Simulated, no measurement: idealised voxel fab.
Name of the process module below: voxel ribs on slabs
Section cut is 295 nm wide and gridded with 5 nm square cells.
The cross-sections in this document take the form of a grid made of square cells. They are written out as bands, in order from top to bottom. Each band consists of one or more rows of cells.
A band entry consists of two parts. The first gives the height of the band's top and the height of its bottom, in nm. The rest lists the band's materials from left to right, each with its width in nm. A single material labelled with the word "throughout" fills the band from edge to edge, and the word "air" marks empty space.
It should be noted that heights are counted from 0, beneath which the wafer as supplied is of one material throughout, and that the lowest band possesses no lower boundary but continues downward, as written in "0 nm and below".
A width such as "30 to 40" changes by the same amount from each row of cells to the next, from the band's top row to its bottom row.
Basically "nothing different" means that step didn't change any cell in the cross-section.
"Closed void catalog" contains a list of empty spaces, each no smaller than 8 cells and without an open way to the top, written in the form width x height at distance with the distance from the left edge and all three in nm.
Step line, after settings: the simulator's comment on this step.
Among the settings permitted on a step's line is "overlay nm"; applied to a step with a mask, it specifies the extent to which the mask lay to the right of its planned position, whereas a negative figure signifies a position to the left.

[Process steps - plan]
1. RECEIVE: material Si
2. DIRECTIONAL_DEP: material SiO2, thk nm 25
3. DIRECTIONAL_DEP: material SiN, thk nm 25
4. PATTERN: tone cover, mask id RIB, material resist, width nm 15, thk nm 15, overlay nm 0
5. DIRECTIONAL_ETCH: etch materials SiN, depth nm 5
6. STRIP: etch materials resist
7. MASKED_ETCH: tone cover, mask id SLAB, width nm 55, etch materials SiN, depth nm 20, overlay nm 0
8. FILL_DEP: material SiO2, thk nm 30
9. CMP: height nm 70
10. DIRECTIONAL_DEP: material TiN, thk nm 10
11. MASKED_ETCH: tone cover, mask id HEATER, width nm 25, etch materials TiN, depth nm 10, overlay nm 0
12. CONFORMAL_DEP: material SiO2, thk nm 5

[Cross-sectional view of the wafer in its as-received condition, corresponding to the state after step 1]
> 0 nm and below | Si throughout
> Closed void catalog: none

[Same starting wafer, same plan as above, one mistake in the execution; this is the cross-section at the end of the module]
> 85 nm to 80 nm | 130 of air  35 of SiO2  130 of air
> 80 nm to 75 nm | 130 of air  5 of SiO2  25 of TiN  5 of SiO2  130 of air
> 75 nm to 70 nm | 135 of SiO2  25 of TiN  135 of SiO2
> 70 nm to 50 nm | 120 of SiO2  55 of SiN  120 of SiO2
> 50 nm to 25 nm | SiN throughout
> 25 nm to 0 nm | SiO2 throughout
> 0 nm and below | Si throughout
> Closed void catalog: none
Nonconformance to the process plan: heads up, step 3 of the plan got done twice
